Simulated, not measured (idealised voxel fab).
Module name: voxel gate over fins (process module)
Each square cell in cross-section cut measures 5 nm, and the section as a whole is 145 nm wide.
If you're reading a cross-section in this doc, picture square cells in a grid; it comes to you as bands, top ones listed first down to the bottom, and a band can be one or more rows of cells. Read a band's entry like this: the first values are the height of its top and the height of its bottom in nm, and what follows is the sequence of materials from left to right, each with its width in nm. Note that "air" is empty space, and that a single material marked "everywhere" reaches across the band from edge to edge. Heights are expressed relative to 0, this being the level below which the as-received wafer comprises one material exclusively. The lowest band is unbounded in the downward direction and is denoted as in "0 and below". Width "30->40": first value at the band's top row of cells, second value at its bottom row, equal change from row to row. "changes: none" (step): cross-section cells unchanged, all of them. Enclosed voids (no open way to top), threshold 8 cells or more, entry "Closed void table", notation width x height at distance, distance from left edge, nm. That trailing text on a step's line, after the settings, is the simulator's own remark on the step. The "overlay nm" setting may appear on a step's line; for a step that uses a mask, it gives how far to the right of its planned position the mask lay, and a negative value indicates the left. From here on the document is pairs. In a pair, the cross-section before one process step comes with the cross-section after it, and the latter goes no deeper than the lowest band that changed. What lies in between, the step and its settings, is written under the pair. A pair may be from a different run of this module on the same starting wafer than the pair above it, so it continues from that pair only where its entry headed "Pre-step view" says so.
[Pre-step view]
    10 down to 0: air: 25, then SiN: 20, then air: 20, then SiN: 20, then air: 20, then SiN: 20, then air: 20
    0 down to -30: air: 25, then SiO2: 5, then Si: 10, then SiO2: 5, then air: 20, then SiO2: 5, then Si: 10, then SiO2: 5, then air: 20, then SiO2: 5, then Si: 10, then SiO2: 5, then air: 20
    -30 down to -35: SiO2: 30, then Si: 10, then SiO2: 30, then Si: 10, then SiO2: 30, then Si: 10, then SiO2: 25
    -35 and below: Si everywhere
    Closed void table: none
[Post-Process Section]
    20 down to 10: SiO2 everywhere
    10 down to 0: SiO2: 25, then SiN: 20, then SiO2: 20, then SiN: 20, then SiO2: 20, then SiN: 20, then SiO2: 20
    0 down to -35: SiO2: 30, then Si: 10, then SiO2: 30, then Si: 10, then SiO2: 30, then Si: 10, then SiO2: 25
    Lower than -35, everything is as it was.
    Closed void table: none
Between before and after above, the operation and settings are FILL_DEP, material SiO2, thk nm 10
Pre-step view: Please consult the pair immediately above; the cross-section it shows after its step is the state before this step.
[Post-Process Section]
    10 down to 0: SiO2: 25, then SiN: 20, then SiO2: 20, then SiN: 20, then SiO2: 20, then SiN: 20, then SiO2: 20
    Lower than 0, everything is as it was.
    Closed void table: none
Between before and after above, the operation and settings are CMP, height nm 10
Pre-step view: Please consult the pair immediately above; the cross-section it shows after its step is the state before this step.
[Post-Process Section]
    10 down to 0: air: 25, then SiN: 20, then air: 20, then SiN: 20, then air: 20, then SiN: 20, then air: 20
    0 down to -15: air: 30, then Si: 10, then air: 30, then Si: 10, then air: 30, then Si: 10, then air: 25
    Lower than -15, everything is as it was.
    Closed void table: none
Between before and after above, the operation and settings are SELECTIVE_ETCH, etch materials SiO2, depth nm 25
Pre-step view: Please consult the pair immediately above; the cross-section it shows after its step is the state before this step.
[Post-Process Section]
    0 down to -15: air: 30, then Si: 10, then air: 30, then Si: 10, then air: 30, then Si: 10, then air: 25
    Lower than -15, everything is as it was.
    Closed void table: none
Between before and after above, the operation and settings are STRIP, etch materials SiN
Pre-step view: Please consult the pair immediately above; the cross-section it shows after its step is the state before this step.
[Post-Process Section]
    5 down to 0: air: 25, then HfO2: 20, then air: 20, then HfO2: 20, then air: 20, then HfO2: 20, then air: 20
    0 down to -10: air: 25, then HfO2: 5, then Si: 10, then HfO2: 5, then air: 20, then HfO2: 5, then Si: 10, then HfO2: 5, then air: 20, then HfO2: 5, then Si: 10, then HfO2: 5, then air: 20
    -10 down to -15: HfO2: 30, then Si: 10, then HfO2: 30, then Si: 10, then HfO2: 30, then Si: 10, then HfO2: 25
    Lower than -15, everything is as it was.
    Closed void table: none
Between before and after above, the operation and settings are CONFORMAL_DEP, material HfO2, thk nm 5
Pre-step view: Please consult the pair immediately above; the cross-section it shows after its step is the state before this step.
[Post-Process Section]
    10 down to 5: air: 20, then TiN: 30, then air: 10, then TiN: 30, then air: 10, then TiN: 30, then air: 15
    5 down to 0: air: 20, then TiN: 5, then HfO2: 20, then TiN: 5, then air: 10, then TiN: 5, then HfO2: 20, then TiN: 5, then air: 10, then TiN: 5, then HfO2: 20, then TiN: 5, then air: 15
    0 down to -5: air: 20, then TiN: 5, then HfO2: 5, then Si: 10, then HfO2: 5, then TiN: 5, then air: 10, then TiN: 5, then HfO2: 5, then Si: 10, then HfO2: 5, then TiN: 5, then air: 10, then TiN: 5, then HfO2: 5, then Si: 10, then HfO2: 5, then TiN: 5, then air: 15
    -5 down to -10: TiN: 25, then HfO2: 5, then Si: 10, then HfO2: 5, then TiN: 20, then HfO2: 5, then Si: 10, then HfO2: 5, then TiN: 20, then HfO2: 5, then Si: 10, then HfO2: 5, then TiN: 20
    Lower than -10, everything is as it was.
    Closed void table: none
Between before and after above, the operation and settings are CONFORMAL_DEP, material TiN, thk nm 5
Pre-step view: Please consult the pair immediately above; the cross-section it shows after its step is the state before this step.
[Post-Process Section]
    20 down to 10: W everywhere
    10 down to 5: W: 20, then TiN: 30, then W: 10, then TiN: 30, then W: 10, then TiN: 30, then W: 15
    5 down to 0: W: 20, then TiN: 5, then HfO2: 20, then TiN: 5, then W: 10, then TiN: 5, then HfO2: 20, then TiN: 5, then W: 10, then TiN: 5, then HfO2: 20, then TiN: 5, then W: 15
    0 down to -5: W: 20, then TiN: 5, then HfO2: 5, then Si: 10, then HfO2: 5, then TiN: 5, then W: 10, then TiN: 5, then HfO2: 5, then Si: 10, then HfO2: 5, then TiN: 5, then W: 10, then TiN: 5, then HfO2: 5, then Si: 10, then HfO2: 5, then TiN: 5, then W: 15
    Lower than -5, everything is as it was.
    Closed void table: none
Between before and after above, the operation and settings are FILL_DEP, material W, thk nm 10
Pre-step view: Please consult the pair immediately above; the cross-section it shows after its step is the state before this step.
[Post-Process Section]
    15 down to 10: W everywhere
    Lower than 10, everything is as it was.
    Closed void table: none
Between before and after above, the operation and settings are CMP, height nm 15
Pre-step view: Please consult the pair immediately above; the cross-section it shows after its step is the state before this step.
[Post-Process Section]
    20 down to 15: SiN everywhere
    Lower than 15, everything is as it was.
    Closed void table: none
Between before and after above, the operation and settings are CONFORMAL_DEP, material SiN, thk nm 5
[Pre-step view]
    25 down to 10: aC everywhere
    10 down to 0: SiN everywhere
    0 and below: Si everywhere
    Closed void table: none
[Post-Process Section]
    60 down to 25: air: 15, then resist: 15, then air: 25, then resist: 15, then air: 25, then resist: 15, then air: 35
    Lower than 25, everything is as it was.
    Closed void table: none
Between before and after above, the operation and settings are PATTERN, tone cover, mask id FINS, material resist, width nm 15, pitch nm 40, thk nm 35, overlay nm -10
Pre-step view: Please consult the pair immediately above; the cross-section it shows after its step is the state before this step.
[Post-Process Section]
    45 down to 25: air: 15, then resist: 15, then air: 25, then resist: 15, then air: 25, then resist: 15, then air: 35
    25 down to 10: air: 15, then aC: 15, then air: 25, then aC: 15, then air: 25, then aC: 15, then air: 35
    Lower than 10, everything is as it was.
    Closed void table: none
Between before and after above, the operation and settings are DIRECTIONAL_ETCH, etch materials aC, depth nm 15
Pre-step view: Please consult the pair immediately above; the cross-section it shows after its step is the state before this step.
[Post-Process Section]
    25 down to 10: air: 15, then aC: 15, then air: 25, then aC: 15, then air: 25, then aC: 15, then air: 35
    Lower than 10, everything is as it was.
    Closed void table: none
Between before and after above, the operation and settings are STRIP, etch materials resist
Pre-step view: Please consult the pair immediately above; the cross-section it shows after its step is the state before this step.
[Post-Process Section]
    25 down to 10: air: 15, then aC: 15, then air: 25, then aC: 15, then air: 25, then aC: 15, then air: 35
    10 down to 0: air: 15, then SiN: 15, then air: 25, then SiN: 15, then air: 25, then SiN: 15, then air: 35
    Lower than 0, everything is as it was.
    Closed void table: none
Between before and after above, the operation and settings are DIRECTIONAL_ETCH, etch materials SiN, depth nm 10
Pre-step view: Please consult the pair immediately above; the cross-section it shows after its step is the state before this step.
[Post-Process Section]
    25 down to 10: air: 15, then aC: 15, then air: 25, then aC: 15, then air: 25, then aC: 15, then air: 35
    10 down to 0: air: 15, then SiN: 15, then air: 25, then SiN: 15, then air: 25, then SiN: 15, then air: 35
    0 down to -30: air: 15, then Si: 15, then air: 25, then Si: 15, then air: 25, then Si: 15, then air: 35
    Lower than -30, everything is as it was.
    Closed void table: none
Between before and after above, the operation and settings are DIRECTIONAL_ETCH, etch materials Si, depth nm 30
Pre-step view: Please consult the pair immediately above; the cross-section it shows after its step is the state before this step.
[Post-Process Section]
    10 down to 0: air: 15, then SiN: 15, then air: 25, then SiN: 15, then air: 25, then SiN: 15, then air: 35
    Lower than 0, everything is as it was.
    Closed void table: none
Between before and after above, the operation and settings are STRIP, etch materials aC
Pre-step view: Please consult the pair immediately above; the cross-section it shows after its step is the state before this step.
[Post-Process Section]
    10 down to 0: air: 15, then SiN: 15, then air: 25, then SiN: 15, then air: 25, then SiN: 15, then air: 35
    0 down to -30: air: 15, then SiO2: 5, then Si: 5, then SiO2: 5, then air: 25, then SiO2: 5, then Si: 5, then SiO2: 5, then air: 25, then SiO2: 5, then Si: 5, then SiO2: 5, then air: 35
    -30 down to -35: SiO2: 20, then Si: 5, then SiO2: 35, then Si: 5, then SiO2: 35, then Si: 5, then SiO2: 40
    Lower than -35, everything is as it was.
    Closed void table: none
Between before and after above, the operation and settings are OXIDIZE, depth nm 5
Pre-step view: Please consult the pair immediately above; the cross-section it shows after its step is the state before this step.
[Post-Process Section]
    20 down to 10: SiO2 everywhere
    10 down to 0: SiO2: 15, then SiN: 15, then SiO2: 25, then SiN: 15, then SiO2: 25, then SiN: 15, then SiO2: 35
    0 down to -35: SiO2: 20, then Si: 5, then SiO2: 35, then Si: 5, then SiO2: 35, then Si: 5, then SiO2: 40
    Lower than -35, everything is as it was.
    Closed void table: none
Between before and after above, the operation and settings are FILL_DEP, material SiO2, thk nm 10
Pre-step view: Please consult the pair immediately above; the cross-section it shows after its step is the state before this step.
[Post-Process Section]
    10 down to 0: SiO2: 15, then SiN: 15, then SiO2: 25, then SiN: 15, then SiO2: 25, then SiN: 15, then SiO2: 35
    Lower than 0, everything is as it was.
    Closed void table: none
Between before and after above, the operation and settings are CMP, height nm 10
Pre-step view: Please consult the pair immediately above; the cross-section it shows after its step is the state before this step.
[Post-Process Section]
    10 down to 0: air: 15, then SiN: 15, then air: 25, then SiN: 15, then air: 25, then SiN: 15, then air: 35
    0 down to -15: air: 20, then Si: 5, then air: 35, then Si: 5, then air: 35, then Si: 5, then air: 40
    Lower than -15, everything is as it was.
    Closed void table: none
Between before and after above, the operation and settings are SELECTIVE_ETCH, etch materials SiO2, depth nm 25
Pre-step view: Please consult the pair immediately above; the cross-section it shows after its step is the state before this step.
[Post-Process Section]
    0 down to -15: air: 20, then Si: 5, then air: 35, then Si: 5, then air: 35, then Si: 5, then air: 40
    Lower than -15, everything is as it was.
    Closed void table: none
Between before and after above, the operation and settings are STRIP, etch materials SiN
Pre-step view: Please consult the pair immediately above; the cross-section it shows after its step is the state before this step.
[Post-Process Section]
    5 down to 0: air: 15, then HfO2: 15, then air: 25, then HfO2: 15, then air: 25, then HfO2: 15, then air: 35
    0 down to -10: air: 15, then HfO2: 5, then Si: 5, then HfO2: 5, then air: 25, then HfO2: 5, then Si: 5, then HfO2: 5, then air: 25, then HfO2: 5, then Si: 5, then HfO2: 5, then air: 35
    -10 down to -15: HfO2: 20, then Si: 5, then HfO2: 35, then Si: 5, then HfO2: 35, then Si: 5, then HfO2: 40
    Lower than -15, everything is as it was.
    Closed void table: none
Between before and after above, the operation and settings are CONFORMAL_DEP, material HfO2, thk nm 5
Pre-step view: Please consult the pair immediately above; the cross-section it shows after its step is the state before this step.
[Post-Process Section]
    10 down to 5: air: 10, then TiN: 25, then air: 15, then TiN: 25, then air: 15, then TiN: 25, then air: 30
    5 down to 0: air: 10, then TiN: 5, then HfO2: 15, then TiN: 5, then air: 15, then TiN: 5, then HfO2: 15, then TiN: 5, then air: 15, then TiN: 5, then HfO2: 15, then TiN: 5, then air: 30
    0 down to -5: air: 10, then TiN: 5, then HfO2: 5, then Si: 5, then HfO2: 5, then TiN: 5, then air: 15, then TiN: 5, then HfO2: 5, then Si: 5, then HfO2: 5, then TiN: 5, then air: 15, then TiN: 5, then HfO2: 5, then Si: 5, then HfO2: 5, then TiN: 5, then air: 30
    -5 down to -10: TiN: 15, then HfO2: 5, then Si: 5, then HfO2: 5, then TiN: 25, then HfO2: 5, then Si: 5, then HfO2: 5, then TiN: 25, then HfO2: 5, then Si: 5, then HfO2: 5, then TiN: 35
    Lower than -10, everything is as it was.
    Closed void table: none
Between before and after above, the operation and settings are CONFORMAL_DEP, material TiN, thk nm 5
Pre-step view: Please consult the pair immediately above; the cross-section it shows after its step is the state before this step.
[Post-Process Section]
    20 down to 10: W everywhere
    10 down to 5: W: 10, then TiN: 25, then W: 15, then TiN: 25, then W: 15, then TiN: 25, then W: 30
    5 down to 0: W: 10, then TiN: 5, then HfO2: 15, then TiN: 5, then W: 15, then TiN: 5, then HfO2: 15, then TiN: 5, then W: 15, then TiN: 5, then HfO2: 15, then TiN: 5, then W: 30
    0 down to -5: W: 10, then TiN: 5, then HfO2: 5, then Si: 5, then HfO2: 5, then TiN: 5, then W: 15, then TiN: 5, then HfO2: 5, then Si: 5, then HfO2: 5, then TiN: 5, then W: 15, then TiN: 5, then HfO2: 5, then Si: 5, then HfO2: 5, then TiN: 5, then W: 30
    Lower than -5, everything is as it was.
    Closed void table: none
Between before and after above, the operation and settings are FILL_DEP, material W, thk nm 10
Pre-step view: Please consult the pair immediately above; the cross-section it shows after its step is the state before this step.
[Post-Process Section]
    15 down to 10: W everywhere
    Lower than 10, everything is as it was.
    Closed void table: none
Between before and after above, the operation and settings are CMP, height nm 15
Pre-step view: Please consult the pair immediately above; the cross-section it shows after its step is the state before this step.
[Post-Process Section]
    20 down to 15: SiN everywhere
    Lower than 15, everything is as it was.
    Closed void table: none
Between before and after above, the operation and settings are CONFORMAL_DEP, material SiN, thk nm 5
[Pre-step view]
    5 down to 0: air: 25, then HfO2: 15, then air: 25, then HfO2: 15, then air: 25, then HfO2: 15, then air: 25
    0 down to -10: air: 25, then HfO2: 5, then Si: 5, then HfO2: 5, then air: 25, then HfO2: 5, then Si: 5, then HfO2: 5, then air: 25, then HfO2: 5, then Si: 5, then HfO2: 5, then air: 25
    -10 down to -15: HfO2: 30, then Si: 5, then HfO2: 35, then Si: 5, then HfO2: 35, then Si: 5, then HfO2: 30
    -15 down to -35: SiO2: 30, then Si: 5, then SiO2: 35, then Si: 5, then SiO2: 35, then Si: 5, then SiO2: 30
    -35 and below: Si everywhere
    Closed void table: none
[Post-Process Section]
    10 down to 5: air: 20, then aC: 25, then air: 15, then aC: 25, then air: 15, then aC: 25, then air: 20
    5 down to 0: air: 20, then aC: 5, then HfO2: 15, then aC: 5, then air: 15, then aC: 5, then HfO2: 15, then aC: 5, then air: 15, then aC: 5, then HfO2: 15, then aC: 5, then air: 20
    0 down to -5: air: 20, then aC: 5, then HfO2: 5, then Si: 5, then HfO2: 5, then aC: 5, then air: 15, then aC: 5, then HfO2: 5, then Si: 5, then HfO2: 5, then aC: 5, then air: 15, then aC: 5, then HfO2: 5, then Si: 5, then HfO2: 5, then aC: 5, then air: 20
    -5 down to -10: aC: 25, then HfO2: 5, then Si: 5, then HfO2: 5, then aC: 25, then HfO2: 5, then Si: 5, then HfO2: 5, then aC: 25, then HfO2: 5, then Si: 5, then HfO2: 5, then aC: 25
    Lower than -10, everything is as it was.
    Closed void table: none
Between before and after above, the operation and settings are CONFORMAL_DEP, material aC, thk nm 5
Pre-step view: Please consult the pair immediately above; the cross-section it shows after its step is the state before this step.
[Post-Process Section]
    20 down to 10: W everywhere
    10 down to 5: W: 20, then aC: 25, then W: 15, then aC: 25, then W: 15, then aC: 25, then W: 20
    5 down to 0: W: 20, then aC: 5, then HfO2: 15, then aC: 5, then W: 15, then aC: 5, then HfO2: 15, then aC: 5, then W: 15, then aC: 5, then HfO2: 15, then aC: 5, then W: 20
    0 down to -5: W: 20, then aC: 5, then HfO2: 5, then Si: 5, then HfO2: 5, then aC: 5, then W: 15, then aC: 5, then HfO2: 5, then Si: 5, then HfO2: 5, then aC: 5, then W: 15, then aC: 5, then HfO2: 5, then Si: 5, then HfO2: 5, then aC: 5, then W: 20
    Lower than -5, everything is as it was.
    Closed void table: none
Between before and after above, the operation and settings are FILL_DEP, material W, thk nm 10
Pre-step view: Please consult the pair immediately above; the cross-section it shows after its step is the state before this step.
[Post-Process Section]
    15 down to 10: W everywhere
    Lower than 10, everything is as it was.
    Closed void table: none
Between before and after above, the operation and settings are CMP, height nm 15
Pre-step view: Please consult the pair immediately above; the cross-section it shows after its step is the state before this step.
[Post-Process Section]
    20 down to 15: SiN everywhere
    Lower than 15, everything is as it was.
    Closed void table: none
Between before and after above, the operation and settings are CONFORMAL_DEP, material SiN, thk nm 5
[Pre-step view]
    25 down to 10: aC everywhere
    10 down to 0: SiN everywhere
    0 and below: Si everywhere
    Closed void table: none
[Post-Process Section]
    60 down to 25: resist: 25, then air: 15, then resist: 25, then air: 15, then resist: 25, then air: 15, then resist: 25
    Lower than 25, everything is as it was.
    Closed void table: none
Between before and after above, the operation and settings are PATTERN, tone open, mask id FINS, material resist, width nm 15, pitch nm 40, thk nm 35, overlay nm 0
Pre-step view: Please consult the pair immediately above; the cross-section it shows after its step is the state before this step.
[Post-Process Section]
    45 down to 25: resist: 25, then air: 15, then resist: 25, then air: 15, then resist: 25, then air: 15, then resist: 25
    25 down to 10: aC: 25, then air: 15, then aC: 25, then air: 15, then aC: 25, then air: 15, then aC: 25
    Lower than 10, everything is as it was.
    Closed void table: none
Between before and after above, the operation and settings are DIRECTIONAL_ETCH, etch materials aC, depth nm 15
Pre-step view: Please consult the pair immediately above; the cross-section it shows after its step is the state before this step.
[Post-Process Section]
    25 down to 10: aC: 25, then air: 15, then aC: 25, then air: 15, then aC: 25, then air: 15, then aC: 25
    Lower than 10, everything is as it was.
    Closed void table: none
Between before and after above, the operation and settings are STRIP, etch materials resist
Pre-step view: Please consult the pair immediately above; the cross-section it shows after its step is the state before this step.
[Post-Process Section]
    25 down to 10: aC: 25, then air: 15, then aC: 25, then air: 15, then aC: 25, then air: 15, then aC: 25
    10 down to 0: SiN: 25, then air: 15, then SiN: 25, then air: 15, then SiN: 25, then air: 15, then SiN: 25
    Lower than 0, everything is as it was.
    Closed void table: none
Between before and after above, the operation and settings are DIRECTIONAL_ETCH, etch materials SiN, depth nm 10
Pre-step view: Please consult the pair immediately above; the cross-section it shows after its step is the state before this step.
[Post-Process Section]
    25 down to 10: aC: 25, then air: 15, then aC: 25, then air: 15, then aC: 25, then air: 15, then aC: 25
    10 down to 0: SiN: 25, then air: 15, then SiN: 25, then air: 15, then SiN: 25, then air: 15, then SiN: 25
    0 down to -30: Si: 25, then air: 15, then Si: 25, then air: 15, then Si: 25, then air: 15, then Si: 25
    Lower than -30, everything is as it was.
    Closed void table: none
Between before and after above, the operation and settings are DIRECTIONAL_ETCH, etch materials Si, depth nm 30
Pre-step view: Please consult the pair immediately above; the cross-section it shows after its step is the state before this step.
[Post-Process Section]
    10 down to 0: SiN: 25, then air: 15, then SiN: 25, then air: 15, then SiN: 25, then air: 15, then SiN: 25
    Lower than 0, everything is as it was.
    Closed void table: none
Between before and after above, the operation and settings are STRIP, etch materials aC
Pre-step view: Please consult the pair immediately above; the cross-section it shows after its step is the state before this step.
[Post-Process Section]
    10 down to 0: SiN: 25, then air: 15, then SiN: 25, then air: 15, then SiN: 25, then air: 15, then SiN: 25
    0 down to -30: Si: 20, then SiO2: 5, then air: 15, then SiO2: 5, then Si: 15, then SiO2: 5, then air: 15, then SiO2: 5, then Si: 15, then SiO2: 5, then air: 15, then SiO2: 5, then Si: 20
    -30 down to -35: Si: 20, then SiO2: 25, then Si: 15, then SiO2: 25, then Si: 15, then SiO2: 25, then Si: 20
    Lower than -35, everything is as it was.
    Closed void table: none
Between before and after above, the operation and settings are OXIDIZE, depth nm 5
Pre-step view: Please consult the pair immediately above; the cross-section it shows after its step is the state before this step.
[Post-Process Section]
    20 down to 10: SiO2 everywhere
    10 down to 0: SiN: 25, then SiO2: 15, then SiN: 25, then SiO2: 15, then SiN: 25, then SiO2: 15, then SiN: 25
    0 down to -35: Si: 20, then SiO2: 25, then Si: 15, then SiO2: 25, then Si: 15, then SiO2: 25, then Si: 20
    Lower than -35, everything is as it was.
    Closed void table: none
Between before and after above, the operation and settings are FILL_DEP, material SiO2, thk nm 10
Pre-step view: Please consult the pair immediately above; the cross-section it shows after its step is the state before this step.
[Post-Process Section]
    10 down to 0: SiN: 25, then SiO2: 15, then SiN: 25, then SiO2: 15, then SiN: 25, then SiO2: 15, then SiN: 25
    Lower than 0, everything is as it was.
    Closed void table: none
Between before and after above, the operation and settings are CMP, height nm 10
Pre-step view: Please consult the pair immediately above; the cross-section it shows after its step is the state before this step.
[Post-Process Section]
    10 down to 0: SiN: 25, then air: 15, then SiN: 25, then air: 15, then SiN: 25, then air: 15, then SiN: 25
    0 down to -15: Si: 20, then air: 25, then Si: 15, then air: 25, then Si: 15, then air: 25, then Si: 20
    Lower than -15, everything is as it was.
    Closed void table: none
Between before and after above, the operation and settings are SELECTIVE_ETCH, etch materials SiO2, depth nm 25
Pre-step view: Please consult the pair immediately above; the cross-section it shows after its step is the state before this step.
[Post-Process Section]
    0 down to -15: Si: 20, then air: 25, then Si: 15, then air: 25, then Si: 15, then air: 25, then Si: 20
    Lower than -15, everything is as it was.
    Closed void table: none
Between before and after above, the operation and settings are STRIP, etch materials SiN
Pre-step view: Please consult the pair immediately above; the cross-section it shows after its step is the state before this step.
[Post-Process Section]
    5 down to 0: HfO2: 25, then air: 15, then HfO2: 25, then air: 15, then HfO2: 25, then air: 15, then HfO2: 25
    0 down to -10: Si: 20, then HfO2: 5, then air: 15, then HfO2: 5, then Si: 15, then HfO2: 5, then air: 15, then HfO2: 5, then Si: 15, then HfO2: 5, then air: 15, then HfO2: 5, then Si: 20
    -10 down to -15: Si: 20, then HfO2: 25, then Si: 15, then HfO2: 25, then Si: 15, then HfO2: 25, then Si: 20
    Lower than -15, everything is as it was.
    Closed void table: none
Between before and after above, the operation and settings are CONFORMAL_DEP, material HfO2, thk nm 5
Pre-step view: Please consult the pair immediately above; the cross-section it shows after its step is the state before this step.
[Post-Process Section]
    10 down to 5: TiN: 30, then air: 5, then TiN: 35, then air: 5, then TiN: 35, then air: 5, then TiN: 30
    5 down to 0: HfO2: 25, then TiN: 5, then air: 5, then TiN: 5, then HfO2: 25, then TiN: 5, then air: 5, then TiN: 5, then HfO2: 25, then TiN: 5, then air: 5, then TiN: 5, then HfO2: 25
    0 down to -5: Si: 20, then HfO2: 5, then TiN: 5, then air: 5, then TiN: 5, then HfO2: 5, then Si: 15, then HfO2: 5, then TiN: 5, then air: 5, then TiN: 5, then HfO2: 5, then Si: 15, then HfO2: 5, then TiN: 5, then air: 5, then TiN: 5, then HfO2: 5, then Si: 20
    -5 down to -10: Si: 20, then HfO2: 5, then TiN: 15, then HfO2: 5, then Si: 15, then HfO2: 5, then TiN: 15, then HfO2: 5, then Si: 15, then HfO2: 5, then TiN: 15, then HfO2: 5, then Si: 20
    Lower than -10, everything is as it was.
    Closed void table: none
Between before and after above, the operation and settings are CONFORMAL_DEP, material TiN, thk nm 5
Pre-step view: Please consult the pair immediately above; the cross-section it shows after its step is the state before this step.
[Post-Process Section]
    20 down to 10: W everywhere
    10 down to 5: TiN: 30, then W: 5, then TiN: 35, then W: 5, then TiN: 35, then W: 5, then TiN: 30
    5 down to 0: HfO2: 25, then TiN: 5, then W: 5, then TiN: 5, then HfO2: 25, then TiN: 5, then W: 5, then TiN: 5, then HfO2: 25, then TiN: 5, then W: 5, then TiN: 5, then HfO2: 25
    0 down to -5: Si: 20, then HfO2: 5, then TiN: 5, then W: 5, then TiN: 5, then HfO2: 5, then Si: 15, then HfO2: 5, then TiN: 5, then W: 5, then TiN: 5, then HfO2: 5, then Si: 15, then HfO2: 5, then TiN: 5, then W: 5, then TiN: 5, then HfO2: 5, then Si: 20
    Lower than -5, everything is as it was.
    Closed void table: none
Between before and after above, the operation and settings are FILL_DEP, material W, thk nm 10
Pre-step view: Please consult the pair immediately above; the cross-section it shows after its step is the state before this step.
[Post-Process Section]
    15 down to 10: W everywhere
    Lower than 10, everything is as it was.
    Closed void table: none
Between before and after above, the operation and settings are CMP, height nm 15
Pre-step view: Please consult the pair immediately above; the cross-section it shows after its step is the state before this step.
[Post-Process Section]
    20 down to 15: SiN everywhere
    Lower than 15, everything is as it was.
    Closed void table: none
Between before and after above, the operation and settings are CONFORMAL_DEP, material SiN, thk nm 5
